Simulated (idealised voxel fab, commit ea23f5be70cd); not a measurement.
The following process module bears the name voxel double patterning.
Pictured: cross-section cut, 240 nm wide, on a grid of 5 nm square cells.
In this document a cross-section is written as a grid of square cells. It is given as a series of bands, listed from the top down, and a band is one or more rows of cells.
Top height, bottom height, nm. Materials left to right, width each, nm. Single material + "all across" = fills band edge to edge. "empty" = empty.
The reference from which all heights are counted is 0, the level beneath which the as-received wafer is entirely one material; the lowest band, having no lower bound, proceeds downward and is written after the example "0 -> down".
Width spec "30->40" -> top row of cells at first value, bottom row at second value, equal per-row change in between.
It should be understood that the words "left unchanged", when stated for a given step, signify that the cross-section underwent no change in any of its cells during that step.
"Internal closed voids" contains a list of empty spaces, each no smaller than 8 cells and without an open way to the top, written in the form width x height at distance with the distance from the left edge and all three in nm.
Formally, on a step line, whatever follows the settings is a remark that the simulator itself makes on the step.
overlay nm: right-of-plan distance of the mask on a masked step; negative values mean left-of-plan.
Set out below are the planned steps of the process:
1 RECEIVE [material Si]
2 CONFORMAL_DEP [material SiO2] [thk nm 5]
3 DIRECTIONAL_DEP [material polySi] [thk nm 15]
4 DIRECTIONAL_DEP [material SiCN] [thk nm 5]
5 MASKED_ETCH [tone open] [mask id FIRST] [width nm 15] [pitch nm 50] [etch materials SiCN] [depth nm 5] [overlay nm 0]
6 DIRECTIONAL_DEP [material aC] [thk nm 10]
7 PATTERN [tone open] [mask id SECOND] [material resist] [width nm 15] [pitch nm 50] [thk nm 25] [overlay nm 0]
8 DIRECTIONAL_ETCH [etch materials aC] [depth nm 10]
9 STRIP [etch materials resist]
10 DIRECTIONAL_ETCH [etch materials SiCN] [depth nm 5]
11 STRIP [etch materials aC]
12 DIRECTIONAL_ETCH [etch materials polySi] [depth nm 15]
13 STRIP [etch materials SiCN]
Step 1 complete: cross-section of the wafer as received:
* 0 -> down = Si all across
* Internal closed voids: none
Post-module cross-section: identical start and plan to those above, one misstep in execution:
* 35 -> 20 = 60 nm polySi; 15 nm empty; 10 nm polySi; 15 nm empty; 10 nm polySi; 15 nm empty; 10 nm polySi; 15 nm empty; 10 nm polySi; 15 nm empty; 65 nm polySi
* 20 -> 5 = polySi all across
* 5 -> 0 = SiO2 all across
* 0 -> down = Si all across
* Internal closed voids: none
Diagnosis: step 3 of the plan was carried out twice
